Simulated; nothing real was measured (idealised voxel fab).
Documented hereafter: the process module known as voxel ribs on slabs.
We display cut, a cross-section 265 nm in width whose square cells are each 5 nm.
We lay out every cross-section as a grid of square cells and spell it out in bands from the top down, where one band means one or more rows of cells. Heads up on the band format: heights come first, top then bottom, in nm. After that it's the materials left to right, each with its width in nm. A single material flagged "all across" fills the whole band edge to edge, and "empty" means there's empty space there. We count height from 0. Below that, the starting wafer is all one material. The lowest band never ends at the bottom but goes on down; see "z 0 and below" for how that is written. So if you see something like "30 to 40" for the width, read it as the top row of the band sitting at the first number and the bottom row at the second, with every row in between moving by the same amount as the last. "everything unchanged" -> step changed no cross-section cell. "Completely sealed voids" means: voids of 8 cells or more that are shut off from the top with no open way through. Written width x height at distance, distance from the left edge, in nm. after a step's settings: what the simulator itself notes on the step. For masked steps, "overlay nm" on the step line gives how far right of plan the mask actually lay; a minus sign means it lay to the left.
Process steps (planned)
1: RECEIVE,material Si
2: DIRECTIONAL_DEP,material SiO2,thk nm 25
3: DIRECTIONAL_DEP,material SiN,thk nm 20
4: MASKED_ETCH,tone cover,mask id RIB,width nm 20,etch materials SiN,depth nm 15,overlay nm 0
5: PATTERN,tone cover,mask id SLAB,material resist,width nm 60,thk nm 15,overlay nm 0
6: DIRECTIONAL_ETCH,etch materials SiN,depth nm 5
7: STRIP,etch materials resist
8: FILL_DEP,material SiO2,thk nm 30
9: CMP,height nm 65
10: DIRECTIONAL_DEP,material W,thk nm 10
11: PATTERN,tone cover,mask id HEATER,material resist,width nm 30,thk nm 20,overlay nm 0
12: DIRECTIONAL_ETCH,etch materials W,depth nm 10
13: STRIP,etch materials resist
14: CONFORMAL_DEP,material SiO2,thk nm 10
So this is the incoming wafer in cross-section - it's already been through step 1
- z 0 and below | Si all across
- Completely sealed voids: none
Wafer cross-section at end of module: start and plan as shown above, one execution error
- z 85 to 75 | empty 105  SiO2 50  empty 110
- z 75 to 65 | SiO2 115  W 30  SiO2 120
- z 65 to 50 | SiO2 120  SiN 20  SiO2 125
- z 50 to 45 | SiO2 100  SiN 60  SiO2 105
- z 45 to 25 | SiN all across
- z 25 to 0 | SiO2 all across
- z 0 and below | Si all across
- Completely sealed voids: none
Finding, execution versus plan: heads up, step 3 of the plan got done twice
